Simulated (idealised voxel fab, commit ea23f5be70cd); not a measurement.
The process module that follows is named voxel self aligned contacts.
Section shown: cut. Width: 300 nm. Cell size: 5 nm, square.
Cross-section = grid of square cells, listed top down in bands; band = one or more rows. This entry defines a band. It first specifies the height of the band's top and the height of its bottom in nm, and then specifies the band's materials from left to right, stating each material with its width in nm. The word "throughout" identifies a single material that fills the band from edge to edge, while the word "blank" identifies empty space. Below 0: as-received wafer, all one material; heights counted from there. Lowest band: no bottom, goes on down, written "0 -> down". Think of "30..40" as a width that walks from the first number to the second as you go down the band, top row to bottom row, taking equal-sized steps from row to row. A step reported as "same as before" is a step in which no cell of the cross-section changed. Listed in "Closed void register": every empty space of 8 or more cells without an open way to the top. Form: width x height at distance, the distance being from the left edge, all in nm. Past the settings on a step's line: simulator remark, on that step. "overlay nm" on a masked step: distance the mask lay right of its planned place, negative for left.
## So here's the lineup of process steps we planned
1,RECEIVE (material Si)
2,OXIDIZE (depth nm 5)
3,DIRECTIONAL_DEP (material polySi; thk nm 30)
4,DIRECTIONAL_DEP (material SiN; thk nm 15)
5,MASKED_ETCH (tone cover; mask id GATE; width nm 35; pitch nm 65; etch materials SiN; depth nm 15; overlay nm 0)
6,MASKED_ETCH (tone cover; mask id GATE; width nm 35; pitch nm 65; etch materials polySi; depth nm 30; overlay nm 0)
7,CONFORMAL_DEP (material SiN; thk nm 5)
8,DIRECTIONAL_ETCH (etch materials SiN; depth nm 5)
9,FILL_DEP (material SiO2; thk nm 10)
10,CMP (height nm 50)
11,DIRECTIONAL_DEP (material aC; thk nm 10)
12,PATTERN (tone open; mask id CONTACT; material resist; width nm 40; thk nm 25; overlay nm 0)
13,DIRECTIONAL_ETCH (etch materials aC; depth nm 10)
14,STRIP (etch materials resist)
15,DIRECTIONAL_ETCH (etch materials SiO2; depth nm 55)
16,STRIP (etch materials aC)
17,CONFORMAL_DEP (material TiN; thk nm 5)
18,FILL_DEP (material W; thk nm 10)
19,CMP (height nm 50)
20,CONFORMAL_DEP (material SiN; thk nm 5)
## So this is the incoming wafer in cross-section - it's already been through step 1
    0 -> down  Si throughout
    Closed void register: none
## Here's the cross-section of the first of our two wafers at the end of the module - it ran as planned
    55 -> 50  SiN throughout
    50 -> 45  130 nm SiO2 / 15 nm TiN / 10 nm W / 15 nm TiN / 130 nm SiO2
    45 -> 30  95 nm SiO2 / 45 nm SiN / 5 nm TiN / 10 nm W / 5 nm TiN / 45 nm SiN / 95 nm SiO2
    30 -> 0  95 nm SiO2 / 5 nm SiN / 35 nm polySi / 5 nm SiN / 5 nm TiN / 10 nm W / 5 nm TiN / 5 nm SiN / 35 nm polySi / 5 nm SiN / 95 nm SiO2
    0 -> -5  140 nm SiO2 / 20 nm TiN / 140 nm SiO2
    -5 -> down  Si throughout
    Closed void register: none
## Module end: cross-section of wafer two of two. Same start and process plan as the first wafer. One mistake during execution
    55 -> 50  SiN throughout
    50 -> 45  130 nm SiO2 / 5 nm TiN / 10 nm W / 25 nm TiN / 130 nm SiO2
    45 -> 35  85 nm SiO2 / 45 nm SiN / 5 nm TiN / 10 nm W / 5 nm TiN / 45 nm SiN / 105 nm SiO2
    35 -> 30  85 nm SiO2 / 45 nm SiN / 20 nm TiN / 45 nm SiN / 105 nm SiO2
    30 -> 0  85 nm SiO2 / 5 nm SiN / 45 nm polySi / 5 nm SiN / 10 nm TiN / 5 nm SiN / 45 nm polySi / 5 nm SiN / 95 nm SiO2
    0 -> -5  140 nm SiO2 / 10 nm TiN / 150 nm SiO2
    -5 -> down  Si throughout
    Closed void register: none
Short version of what went wrong: heads up, step 5 didn't go per plan, it actually ran as MASKED_ETCH (tone cover; mask id GATE; width nm 35; pitch nm 65; etch materials SiN; depth nm 15; overlay nm -10)
Wrapping up, a cell-based count of both wafers puts the second over or under the first for these materials: 10 fewer of SiO2, 14 fewer of W, 24 more of polySi
